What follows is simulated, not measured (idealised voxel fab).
process module | voxel transistor to metal
cross-section cut | 205 nm wide | cells 5 nm
A cross-section is a grid of square cells, given in bands from the top down. A band is one or more rows of cells.
Each band's line starts with the height of the band's top and of its bottom, in nm. Then come its materials from left to right, each with its width in nm. One material with "throughout" fills the band from edge to edge. "air" is empty space.
Height 0 is the level under which the wafer as received is all one material. The lowest band goes on downwards, as in "0 down".
A width such as "30 to 40" changes by the same amount from each row of cells to the next, from the band's top row to its bottom row.
"no change" after a step means that no cell of the cross-section changed.
closed voids: empty space of 8 cells or more with no open way to the top, each as width x height at its distance from the left edge, in nm
after a step's settings: what the simulator itself notes on the step
overlay nm, on a step with a mask: how far to the right of its planned place the mask lay; to the left if negative
plan
1 op RECEIVE | material Si
2 op CONFORMAL_DEP | material SiO2 | thk nm 5
3 op CONFORMAL_DEP | material SiN | thk nm 15
4 op DIRECTIONAL_DEP | material aC | thk nm 15
5 op PATTERN | tone cover | mask id ACTIVE | material resist | width nm 105 | thk nm 30 | overlay nm 0
6 op DIRECTIONAL_ETCH | etch materials aC | depth nm 15
7 op STRIP | etch materials resist
8 op DIRECTIONAL_ETCH | etch materials SiN | depth nm 15
9 op DIRECTIONAL_ETCH | etch materials SiO2 | depth nm 5
10 op DIRECTIONAL_ETCH | etch materials Si | depth nm 35
11 op STRIP | etch materials aC
12 op FILL_DEP | material SiO2 | thk nm 15
13 op CMP | height nm 20
14 op SELECTIVE_ETCH | etch materials SiO2 | depth nm 15
15 op STRIP | etch materials SiN
16 op SELECTIVE_ETCH | etch materials SiO2 | depth nm 5
17 op OXIDIZE | depth nm 5
18 op DIRECTIONAL_DEP | material polySi | thk nm 20
19 op DIRECTIONAL_DEP | material SiCN | thk nm 10
20 op MASKED_ETCH | tone cover | mask id GATE | width nm 25 | etch materials SiCN | depth nm 20 | overlay nm 0
21 op MASKED_ETCH | tone cover | mask id GATE | width nm 25 | etch materials polySi | depth nm 30 | overlay nm 0
22 op CONFORMAL_DEP | material SiO2 | thk nm 5
23 op DIRECTIONAL_ETCH | etch materials SiO2 | depth nm 5
24 op CONFORMAL_DEP | material SiN | thk nm 10
25 op DIRECTIONAL_ETCH | etch materials SiN | depth nm 10
26 op DIRECTIONAL_ETCH | etch materials SiO2 | depth nm 5
27 op DIRECTIONAL_ETCH | etch materials Si | depth nm 15
28 op EPI | material nSi | thk nm 15
29 op FILL_DEP | material SiO2 | thk nm 5
30 op CMP | height nm 30
31 op DIRECTIONAL_DEP | material SiO2 | thk nm 15
32 op PATTERN | tone open | mask id CONTACT | material resist | width nm 25 | pitch nm 60 | thk nm 20 | overlay nm 0
33 op DIRECTIONAL_ETCH | etch materials SiO2 | depth nm 35
34 op STRIP | etch materials resist
35 op CONFORMAL_DEP | material TiN | thk nm 5
36 op FILL_DEP | material Ru | thk nm 5
37 op CMP | height nm 45
38 op DIRECTIONAL_DEP | material TiN | thk nm 5
39 op DIRECTIONAL_DEP | material Ru | thk nm 20
40 op PATTERN | tone cover | mask id METAL_1 | material resist | width nm 15 | pitch nm 70 | thk nm 20 | overlay nm 0
41 op DIRECTIONAL_ETCH | etch materials Ru | depth nm 20
42 op DIRECTIONAL_ETCH | etch materials TiN | depth nm 5
43 op STRIP | etch materials resist
44 op CONFORMAL_DEP | material SiN | thk nm 5
45 op FILL_DEP | material SiO2 | thk nm 5
46 op CMP | height nm 70
47 op CONFORMAL_DEP | material SiN | thk nm 5
first wafer, as planned
as received, after step 1
  0 down: Si throughout
  closed voids: none
after step 2
  5 to 0: SiO2 throughout
  below 0: unchanged
after step 3
  20 to 5: SiN throughout
  below 5: unchanged
after step 4
  35 to 20: aC throughout
  below 20: unchanged
after step 5
  65 to 35: air 50 | resist 105 | air 50
  below 35: unchanged
after step 6
  50 to 35: air 50 | resist 105 | air 50
  35 to 20: air 50 | aC 105 | air 50
  below 20: unchanged
after step 7
  35 to 20: air 50 | aC 105 | air 50
  below 20: unchanged
after step 8
  35 to 20: air 50 | aC 105 | air 50
  20 to 5: air 50 | SiN 105 | air 50
  below 5: unchanged
after step 9
  35 to 20: air 50 | aC 105 | air 50
  20 to 5: air 50 | SiN 105 | air 50
  5 to 0: air 50 | SiO2 105 | air 50
  below 0: unchanged
after step 10
  35 to 20: air 50 | aC 105 | air 50
  20 to 5: air 50 | SiN 105 | air 50
  5 to 0: air 50 | SiO2 105 | air 50
  0 to -35: air 50 | Si 105 | air 50
  below -35: unchanged
after step 11
  20 to 5: air 50 | SiN 105 | air 50
  below 5: unchanged
after step 12
  35 to 20: SiO2 throughout
  20 to 5: SiO2 50 | SiN 105 | SiO2 50
  5 to 0: SiO2 throughout
  0 to -35: SiO2 50 | Si 105 | SiO2 50
  below -35: unchanged
after step 13
  20 to 5: SiO2 50 | SiN 105 | SiO2 50
  below 5: unchanged
after step 14
  20 to 5: air 50 | SiN 105 | air 50
  below 5: unchanged
after step 15
  5 to 0: SiO2 throughout
  below 0: unchanged
after step 16
  0 to -35: SiO2 50 | Si 105 | SiO2 50
  below -35: unchanged
after step 17
  0 to -5: SiO2 throughout
  below -5: unchanged
after step 18
  20 to 0: polySi throughout
  below 0: unchanged
after step 19
  30 to 20: SiCN throughout
  below 20: unchanged
after step 20
  30 to 20: air 90 | SiCN 25 | air 90
  below 20: unchanged
after step 21
  30 to 20: air 90 | SiCN 25 | air 90
  20 to 0: air 90 | polySi 25 | air 90
  below 0: unchanged
after step 22
  35 to 30: air 85 | SiO2 35 | air 85
  30 to 20: air 85 | SiO2 5 | SiCN 25 | SiO2 5 | air 85
  20 to 5: air 85 | SiO2 5 | polySi 25 | SiO2 5 | air 85
  5 to 0: SiO2 90 | polySi 25 | SiO2 90
  below 0: unchanged
after step 23
  30 to 20: air 85 | SiO2 5 | SiCN 25 | SiO2 5 | air 85
  20 to 0: air 85 | SiO2 5 | polySi 25 | SiO2 5 | air 85
  below 0: unchanged
after step 24
  40 to 30: air 75 | SiN 55 | air 75
  30 to 20: air 75 | SiN 10 | SiO2 5 | SiCN 25 | SiO2 5 | SiN 10 | air 75
  20 to 10: air 75 | SiN 10 | SiO2 5 | polySi 25 | SiO2 5 | SiN 10 | air 75
  10 to 0: SiN 85 | SiO2 5 | polySi 25 | SiO2 5 | SiN 85
  below 0: unchanged
after step 25
  30 to 20: air 75 | SiN 10 | SiO2 5 | SiCN 25 | SiO2 5 | SiN 10 | air 75
  20 to 0: air 75 | SiN 10 | SiO2 5 | polySi 25 | SiO2 5 | SiN 10 | air 75
  below 0: unchanged
after step 26
  30 to 25: air 75 | SiN 10 | air 5 | SiCN 25 | air 5 | SiN 10 | air 75
  25 to 20: air 75 | SiN 10 | SiO2 5 | SiCN 25 | SiO2 5 | SiN 10 | air 75
  20 to 0: air 75 | SiN 10 | SiO2 5 | polySi 25 | SiO2 5 | SiN 10 | air 75
  0 to -5: air 75 | SiO2 55 | air 75
  below -5: unchanged
after step 27
  30 to 25: air 75 | SiN 10 | air 5 | SiCN 25 | air 5 | SiN 10 | air 75
  25 to 20: air 75 | SiN 10 | SiO2 5 | SiCN 25 | SiO2 5 | SiN 10 | air 75
  20 to 0: air 75 | SiN 10 | SiO2 5 | polySi 25 | SiO2 5 | SiN 10 | air 75
  0 to -5: air 75 | SiO2 55 | air 75
  -5 to -20: SiO2 50 | air 25 | Si 55 | air 25 | SiO2 50
  below -20: unchanged
after step 28
  30 to 25: air 75 | SiN 10 | air 5 | SiCN 25 | air 5 | SiN 10 | air 75
  25 to 20: air 75 | SiN 10 | SiO2 5 | SiCN 25 | SiO2 5 | SiN 10 | air 75
  20 to 10: air 75 | SiN 10 | SiO2 5 | polySi 25 | SiO2 5 | SiN 10 | air 75
  10 to 0: air 60 | nSi 15 | SiN 10 | SiO2 5 | polySi 25 | SiO2 5 | SiN 10 | nSi 15 | air 60
  0 to -5: air 60 | nSi 15 | SiO2 55 | nSi 15 | air 60
  -5 to -20: SiO2 50 | nSi 25 | Si 55 | nSi 25 | SiO2 50
  below -20: unchanged
after step 29
  35 to 30: SiO2 throughout
  30 to 20: SiO2 75 | SiN 10 | SiO2 5 | SiCN 25 | SiO2 5 | SiN 10 | SiO2 75
  20 to 10: SiO2 75 | SiN 10 | SiO2 5 | polySi 25 | SiO2 5 | SiN 10 | SiO2 75
  10 to 0: SiO2 60 | nSi 15 | SiN 10 | SiO2 5 | polySi 25 | SiO2 5 | SiN 10 | nSi 15 | SiO2 60
  0 to -5: SiO2 60 | nSi 15 | SiO2 55 | nSi 15 | SiO2 60
  below -5: unchanged
after step 30
  30 to 20: SiO2 75 | SiN 10 | SiO2 5 | SiCN 25 | SiO2 5 | SiN 10 | SiO2 75
  below 20: unchanged
after step 31
  45 to 30: SiO2 throughout
  below 30: unchanged
after step 32
  65 to 45: resist 60 | air 25 | resist 35 | air 25 | resist 60
  below 45: unchanged
after step 33
  65 to 45: resist 60 | air 25 | resist 35 | air 25 | resist 60
  45 to 30: SiO2 60 | air 25 | SiO2 35 | air 25 | SiO2 60
  30 to 20: SiO2 60 | air 15 | SiN 10 | SiO2 5 | SiCN 25 | SiO2 5 | SiN 10 | air 15 | SiO2 60
  20 to 10: SiO2 60 | air 15 | SiN 10 | SiO2 5 | polySi 25 | SiO2 5 | SiN 10 | air 15 | SiO2 60
  below 10: unchanged
after step 34
  45 to 30: SiO2 60 | air 25 | SiO2 35 | air 25 | SiO2 60
  below 30: unchanged
after step 35
  50 to 45: TiN 65 | air 15 | TiN 45 | air 15 | TiN 65
  45 to 35: SiO2 60 | TiN 5 | air 15 | TiN 5 | SiO2 35 | TiN 5 | air 15 | TiN 5 | SiO2 60
  35 to 30: SiO2 60 | TiN 5 | air 5 | TiN 15 | SiO2 35 | TiN 15 | air 5 | TiN 5 | SiO2 60
  30 to 20: SiO2 60 | TiN 5 | air 5 | TiN 5 | SiN 10 | SiO2 5 | SiCN 25 | SiO2 5 | SiN 10 | TiN 5 | air 5 | TiN 5 | SiO2 60
  20 to 15: SiO2 60 | TiN 5 | air 5 | TiN 5 | SiN 10 | SiO2 5 | polySi 25 | SiO2 5 | SiN 10 | TiN 5 | air 5 | TiN 5 | SiO2 60
  15 to 10: SiO2 60 | TiN 15 | SiN 10 | SiO2 5 | polySi 25 | SiO2 5 | SiN 10 | TiN 15 | SiO2 60
  below 10: unchanged
after step 36
  55 to 50: Ru throughout
  50 to 45: TiN 65 | Ru 15 | TiN 45 | Ru 15 | TiN 65
  45 to 35: SiO2 60 | TiN 5 | Ru 15 | TiN 5 | SiO2 35 | TiN 5 | Ru 15 | TiN 5 | SiO2 60
  35 to 30: SiO2 60 | TiN 5 | Ru 5 | TiN 15 | SiO2 35 | TiN 15 | Ru 5 | TiN 5 | SiO2 60
  30 to 20: SiO2 60 | TiN 5 | Ru 5 | TiN 5 | SiN 10 | SiO2 5 | SiCN 25 | SiO2 5 | SiN 10 | TiN 5 | Ru 5 | TiN 5 | SiO2 60
  20 to 15: SiO2 60 | TiN 5 | Ru 5 | TiN 5 | SiN 10 | SiO2 5 | polySi 25 | SiO2 5 | SiN 10 | TiN 5 | Ru 5 | TiN 5 | SiO2 60
  below 15: unchanged
after step 37
  45 to 35: SiO2 60 | TiN 5 | Ru 15 | TiN 5 | SiO2 35 | TiN 5 | Ru 15 | TiN 5 | SiO2 60
  below 35: unchanged
after step 38
  50 to 45: TiN throughout
  below 45: unchanged
after step 39
  70 to 50: Ru throughout
  below 50: unchanged
after step 40
  90 to 70: air 60 | resist 15 | air 55 | resist 15 | air 60
  below 70: unchanged
after step 41
  90 to 70: air 60 | resist 15 | air 55 | resist 15 | air 60
  70 to 50: air 60 | Ru 15 | air 55 | Ru 15 | air 60
  below 50: unchanged
after step 42
  90 to 70: air 60 | resist 15 | air 55 | resist 15 | air 60
  70 to 50: air 60 | Ru 15 | air 55 | Ru 15 | air 60
  50 to 45: air 60 | TiN 15 | air 55 | TiN 15 | air 60
  below 45: unchanged
after step 43
  70 to 50: air 60 | Ru 15 | air 55 | Ru 15 | air 60
  below 50: unchanged
after step 44
  75 to 70: air 55 | SiN 25 | air 45 | SiN 25 | air 55
  70 to 50: air 55 | SiN 5 | Ru 15 | SiN 5 | air 45 | SiN 5 | Ru 15 | SiN 5 | air 55
  50 to 45: SiN 60 | TiN 15 | SiN 55 | TiN 15 | SiN 60
  below 45: unchanged
after step 45
  80 to 75: SiO2 throughout
  75 to 70: SiO2 55 | SiN 25 | SiO2 45 | SiN 25 | SiO2 55
  70 to 50: SiO2 55 | SiN 5 | Ru 15 | SiN 5 | SiO2 45 | SiN 5 | Ru 15 | SiN 5 | SiO2 55
  below 50: unchanged
after step 46
  70 to 50: SiO2 55 | SiN 5 | Ru 15 | SiN 5 | SiO2 45 | SiN 5 | Ru 15 | SiN 5 | SiO2 55
  below 50: unchanged
after step 47
  75 to 70: SiN throughout
  below 70: unchanged
second wafer: like start, like plan, one mistake. Through step 30 it matches the first wafer
when step 31 should have ended
  60 to 30: SiO2 throughout
  below 30: unchanged
when step 32 should have ended
  80 to 60: resist 60 | air 25 | resist 35 | air 25 | resist 60
  below 60: unchanged
when step 33 should have ended
  80 to 60: resist 60 | air 25 | resist 35 | air 25 | resist 60
  60 to 30: SiO2 60 | air 25 | SiO2 35 | air 25 | SiO2 60
  30 to 25: SiO2 60 | air 15 | SiN 10 | SiO2 5 | SiCN 25 | SiO2 5 | SiN 10 | air 15 | SiO2 60
  below 25: unchanged
when step 34 should have ended
  60 to 30: SiO2 60 | air 25 | SiO2 35 | air 25 | SiO2 60
  below 30: unchanged
when step 35 should have ended
  65 to 60: TiN 65 | air 15 | TiN 45 | air 15 | TiN 65
  60 to 35: SiO2 60 | TiN 5 | air 15 | TiN 5 | SiO2 35 | TiN 5 | air 15 | TiN 5 | SiO2 60
  35 to 30: SiO2 60 | TiN 5 | air 5 | TiN 15 | SiO2 35 | TiN 15 | air 5 | TiN 5 | SiO2 60
  30 to 25: SiO2 60 | TiN 15 | SiN 10 | SiO2 5 | SiCN 25 | SiO2 5 | SiN 10 | TiN 15 | SiO2 60
  below 25: unchanged
when step 36 should have ended
  70 to 65: Ru throughout
  65 to 60: TiN 65 | Ru 15 | TiN 45 | Ru 15 | TiN 65
  60 to 35: SiO2 60 | TiN 5 | Ru 15 | TiN 5 | SiO2 35 | TiN 5 | Ru 15 | TiN 5 | SiO2 60
  35 to 30: SiO2 60 | TiN 5 | Ru 5 | TiN 15 | SiO2 35 | TiN 15 | Ru 5 | TiN 5 | SiO2 60
  below 30: unchanged
when step 37 should have ended
  45 to 35: SiO2 60 | TiN 5 | Ru 15 | TiN 5 | SiO2 35 | TiN 5 | Ru 15 | TiN 5 | SiO2 60
  below 35: unchanged
when step 38 should have ended
  50 to 45: TiN throughout
  below 45: unchanged
when step 39 should have ended
  70 to 50: Ru throughout
  below 50: unchanged
when step 40 should have ended
  90 to 70: air 60 | resist 15 | air 55 | resist 15 | air 60
  below 70: unchanged
when step 41 should have ended
  90 to 70: air 60 | resist 15 | air 55 | resist 15 | air 60
  70 to 50: air 60 | Ru 15 | air 55 | Ru 15 | air 60
  below 50: unchanged
when step 42 should have ended
  90 to 70: air 60 | resist 15 | air 55 | resist 15 | air 60
  70 to 50: air 60 | Ru 15 | air 55 | Ru 15 | air 60
  50 to 45: air 60 | TiN 15 | air 55 | TiN 15 | air 60
  below 45: unchanged
when step 43 should have ended
  70 to 50: air 60 | Ru 15 | air 55 | Ru 15 | air 60
  below 50: unchanged
when step 44 should have ended
  75 to 70: air 55 | SiN 25 | air 45 | SiN 25 | air 55
  70 to 50: air 55 | SiN 5 | Ru 15 | SiN 5 | air 45 | SiN 5 | Ru 15 | SiN 5 | air 55
  50 to 45: SiN 60 | TiN 15 | SiN 55 | TiN 15 | SiN 60
  below 45: unchanged
when step 45 should have ended
  80 to 75: SiO2 throughout
  75 to 70: SiO2 55 | SiN 25 | SiO2 45 | SiN 25 | SiO2 55
  70 to 50: SiO2 55 | SiN 5 | Ru 15 | SiN 5 | SiO2 45 | SiN 5 | Ru 15 | SiN 5 | SiO2 55
  below 50: unchanged
when step 46 should have ended
  70 to 50: SiO2 55 | SiN 5 | Ru 15 | SiN 5 | SiO2 45 | SiN 5 | Ru 15 | SiN 5 | SiO2 55
  below 50: unchanged
when step 47 should have ended
  75 to 70: SiN throughout
  below 70: unchanged
what went wrong: step 31 was run twice
at the end the second wafer has, in cells: 6 fewer of Ru | 18 more of SiO2 | 12 fewer of TiN
